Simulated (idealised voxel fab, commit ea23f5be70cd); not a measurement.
Herein follows the process module entitled voxel trench capacitor.
It is cross-section cut that appears here, measuring 165 nm in width, its square cells being 5 nm in size.
A cross-section is a grid of square cells, given in bands from the top down. A band is one or more rows of cells. Each band's line starts with the height of the band's top and of its bottom, in nm. Then come its materials from left to right, each with its width in nm. One material with "throughout" fills the band from edge to edge. "air" is empty space. Heights are measured from 0, the level below which the as-received wafer is all one material; the lowest band has no bottom and continues downward, written as in "from 0 down". Width spec "30..40" -> top row of cells at first value, bottom row at second value, equal per-row change in between. You'll sometimes find "remains unaltered" written for a step, and that's the way of saying that nowhere in the cross-section did a cell change during that step. So "Sealed void list" is basically the list of trapped voids: any empty space of 8 cells or more that can't reach the top through an opening. They're written width x height at distance, the distance being from the left edge, and it's all nm. The remark found on a step's line after its settings is issued by the simulator itself and pertains to that step. A step's line can hold "overlay nm"; with a mask on that step, the setting says how far right of the planned place the mask lay, while a negative setting says it lay to the left. Pairs, read this way: before one process step on the one hand, after it on the other, the after cross-section ending at the lowest band that changed; the step between, settings included, beneath. Same starting wafer throughout, but possibly different runs of this module, so no pair continues from the pair above unless its entry headed "Ahead of processing" says so.
Ahead of processing:
    from 15 to 10 = 20 TiN; 20 air; 30 TiN; 20 air; 30 TiN; 20 air; 25 TiN
    from 10 to 0 = 15 SiN; 5 TiN; 20 air; 5 TiN; 20 SiN; 5 TiN; 20 air; 5 TiN; 20 SiN; 5 TiN; 20 air; 5 TiN; 20 SiN
    from 0 to -20 = 15 Si; 5 TiN; 20 air; 5 TiN; 20 Si; 5 TiN; 20 air; 5 TiN; 20 Si; 5 TiN; 20 air; 5 TiN; 20 Si
    from -20 to -25 = 15 Si; 30 TiN; 20 Si; 30 TiN; 20 Si; 30 TiN; 20 Si
    from -25 down = Si throughout
    Sealed void list: none
Post-Step Section View:
    from 20 to 10 = 25 TiN; 10 air; 40 TiN; 10 air; 40 TiN; 10 air; 30 TiN
    from 10 to 0 = 15 SiN; 10 TiN; 10 air; 10 TiN; 20 SiN; 10 TiN; 10 air; 10 TiN; 20 SiN; 10 TiN; 10 air; 10 TiN; 20 SiN
    from 0 to -15 = 15 Si; 10 TiN; 10 air; 10 TiN; 20 Si; 10 TiN; 10 air; 10 TiN; 20 Si; 10 TiN; 10 air; 10 TiN; 20 Si
    from -15 to -25 = 15 Si; 30 TiN; 20 Si; 30 TiN; 20 Si; 30 TiN; 20 Si
    Below -25, the layers are the same as they were.
    Sealed void list: none
Formally, the process step situated between the two cross-sections above is CONFORMAL_DEP: material TiN, thk nm 5
Ahead of processing: we pick up right where the pair above leaves off, with its after cross-section.
Post-Step Section View:
    from 30 to 20 = W throughout
    from 20 to 10 = 25 TiN; 10 W; 40 TiN; 10 W; 40 TiN; 10 W; 30 TiN
    from 10 to 0 = 15 SiN; 10 TiN; 10 W; 10 TiN; 20 SiN; 10 TiN; 10 W; 10 TiN; 20 SiN; 10 TiN; 10 W; 10 TiN; 20 SiN
    from 0 to -15 = 15 Si; 10 TiN; 10 W; 10 TiN; 20 Si; 10 TiN; 10 W; 10 TiN; 20 Si; 10 TiN; 10 W; 10 TiN; 20 Si
    Below -15, the layers are the same as they were.
    Sealed void list: none
Formally, the process step situated between the two cross-sections above is FILL_DEP: material W, thk nm 10
Ahead of processing: we pick up right where the pair above leaves off, with its after cross-section.
Post-Step Section View:
    from 10 to 0 = 15 SiN; 10 TiN; 10 W; 10 TiN; 20 SiN; 10 TiN; 10 W; 10 TiN; 20 SiN; 10 TiN; 10 W; 10 TiN; 20 SiN
    Below 0, the layers are the same as they were.
    Sealed void list: none
Formally, the process step situated between the two cross-sections above is CMP: height nm 10
Ahead of processing:
    from 10 to 0 = SiN throughout
    from 0 down = Si throughout
    Sealed void list: none
Post-Step Section View:
    from 10 to 0 = 15 air; 30 SiN; 20 air; 30 SiN; 20 air; 30 SiN; 20 air
    Below 0, the layers are the same as they were.
    Sealed void list: none
Formally, the process step situated between the two cross-sections above is MASKED_ETCH: tone cover, mask id TRENCH, width nm 30, pitch nm 50, etch materials SiN, depth nm 10, overlay nm 0
Ahead of processing: we pick up right where the pair above leaves off, with its after cross-section.
Post-Step Section View:
    from 15 to 10 = 10 air; 40 Al2O3; 10 air; 40 Al2O3; 10 air; 40 Al2O3; 15 air
    from 10 to 5 = 10 air; 5 Al2O3; 30 SiN; 5 Al2O3; 10 air; 5 Al2O3; 30 SiN; 5 Al2O3; 10 air; 5 Al2O3; 30 SiN; 5 Al2O3; 15 air
    from 5 to 0 = 15 Al2O3; 30 SiN; 20 Al2O3; 30 SiN; 20 Al2O3; 30 SiN; 20 Al2O3
    Below 0, the layers are the same as they were.
    Sealed void list: none
Formally, the process step situated between the two cross-sections above is CONFORMAL_DEP: material Al2O3, thk nm 5
Ahead of processing: we pick up right where the pair above leaves off, with its after cross-section.
Post-Step Section View:
    from 20 to 15 = 5 air; 150 TiN; 10 air
    from 15 to 10 = 5 air; 5 TiN; 40 Al2O3; 10 TiN; 40 Al2O3; 10 TiN; 40 Al2O3; 5 TiN; 10 air
    from 10 to 5 = 10 TiN; 5 Al2O3; 30 SiN; 5 Al2O3; 10 TiN; 5 Al2O3; 30 SiN; 5 Al2O3; 10 TiN; 5 Al2O3; 30 SiN; 5 Al2O3; 15 TiN
    Below 5, the layers are the same as they were.
    Sealed void list: none
Formally, the process step situated between the two cross-sections above is CONFORMAL_DEP: material TiN, thk nm 5
Ahead of processing: we pick up right where the pair above leaves off, with its after cross-section.
Post-Step Section View:
    from 30 to 20 = W throughout
    from 20 to 15 = 5 W; 150 TiN; 10 W
    from 15 to 10 = 5 W; 5 TiN; 40 Al2O3; 10 TiN; 40 Al2O3; 10 TiN; 40 Al2O3; 5 TiN; 10 W
    Below 10, the layers are the same as they were.
    Sealed void list: none
Formally, the process step situated between the two cross-sections above is FILL_DEP: material W, thk nm 10
Ahead of processing: we pick up right where the pair above leaves off, with its after cross-section.
Post-Step Section View:
    from 10 to 5 = 10 TiN; 5 Al2O3; 30 SiN; 5 Al2O3; 10 TiN; 5 Al2O3; 30 SiN; 5 Al2O3; 10 TiN; 5 Al2O3; 30 SiN; 5 Al2O3; 15 TiN
    Below 5, the layers are the same as they were.
    Sealed void list: none
Formally, the process step situated between the two cross-sections above is CMP: height nm 10
